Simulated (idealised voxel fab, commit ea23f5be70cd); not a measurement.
Module name: voxel self aligned contacts (process module)
Shown is cross-section cut, with a width of 145 nm and square cells of size 5 nm.
If you're reading a cross-section in this doc, picture square cells in a grid; it comes to you as bands, top ones listed first down to the bottom, and a band can be one or more rows of cells.
What a band's entry tells you: where the top is and where the bottom is, as heights in nm, and after that what lies inside, material by material from left to right, each with its width in nm. Empty space is written as the word "empty", and a single material marked with the word "all across" occupies the band from edge to edge.
Heights are reckoned from 0. Under this level, the received wafer is all of one material. The bottommost band is open-ended downward, for example "0 and below".
A width such as "30 to 40" changes by the same amount from each row of cells to the next, from the band's top row to its bottom row.
When a step is marked "changes: none", none of the cells in the cross-section changed during that step.
You'll see "Enclosed void entries" listing empty spaces that have no way open to the top, as long as they're 8 cells or more; the notation is width x height at distance, where the distance is from the left edge, and all of it is in nm.
after a step's settings: what the simulator itself notes on the step
Regarding "overlay nm": on a step with a mask, it is the distance the mask lay to the right of its planned place; a negative value places it to the left.

Planned step list for the process
step 1: RECEIVE,material Si
step 2: OXIDIZE,depth nm 5
step 3: DIRECTIONAL_DEP,material polySi,thk nm 20
step 4: DIRECTIONAL_DEP,material SiN,thk nm 15
step 5: DIRECTIONAL_DEP,material aC,thk nm 10
step 6: PATTERN,tone cover,mask id GATE,material resist,width nm 25,pitch nm 60,thk nm 30,overlay nm 0
step 7: DIRECTIONAL_ETCH,etch materials aC,depth nm 10
step 8: STRIP,etch materials resist
step 9: DIRECTIONAL_ETCH,etch materials SiN,depth nm 15
step 10: DIRECTIONAL_ETCH,etch materials polySi,depth nm 20
step 11: STRIP,etch materials aC
step 12: CONFORMAL_DEP,material SiN,thk nm 5
step 13: DIRECTIONAL_ETCH,etch materials SiN,depth nm 5
step 14: FILL_DEP,material SiO2,thk nm 15
step 15: CMP,height nm 40
step 16: MASKED_ETCH,tone open,mask id CONTACT,width nm 35,etch materials SiO2,depth nm 45,overlay nm 0
step 17: CONFORMAL_DEP,material TiN,thk nm 5
step 18: FILL_DEP,material Ru,thk nm 5
step 19: CMP,height nm 40
step 20: CONFORMAL_DEP,material SiN,thk nm 5
The wafers in this document start out alike and differ in the width nm applied at step 6; the plan shows the value used for the first wafer.

Received wafers, first of several: cross-section after step 1
  0 and below: Si all across
  Enclosed void entries: none

Each row below is a wafer at the end of the module, listing for every material the number of cells it has gained (+) or lost (-) since it was received, followed by its closed voids
width nm 25, +24 Ru, -29 Si, +87 SiN, +116 SiO2, +23 TiN, +40 polySi, Enclosed void entries: none
width nm 30, +16 Ru, -29 Si, +93 SiN, +110 SiO2, +23 TiN, +48 polySi, Enclosed void entries: none
width nm 35, +8 Ru, -29 Si, +99 SiN, +104 SiO2, +23 TiN, +56 polySi, Enclosed void entries: none
width nm 40, -29 Si, +105 SiN, +98 SiO2, +23 TiN, +64 polySi, Enclosed void entries: none
width nm 45, -29 Si, +111 SiN, +92 SiO2, +15 TiN, +72 polySi, Enclosed void entries: none
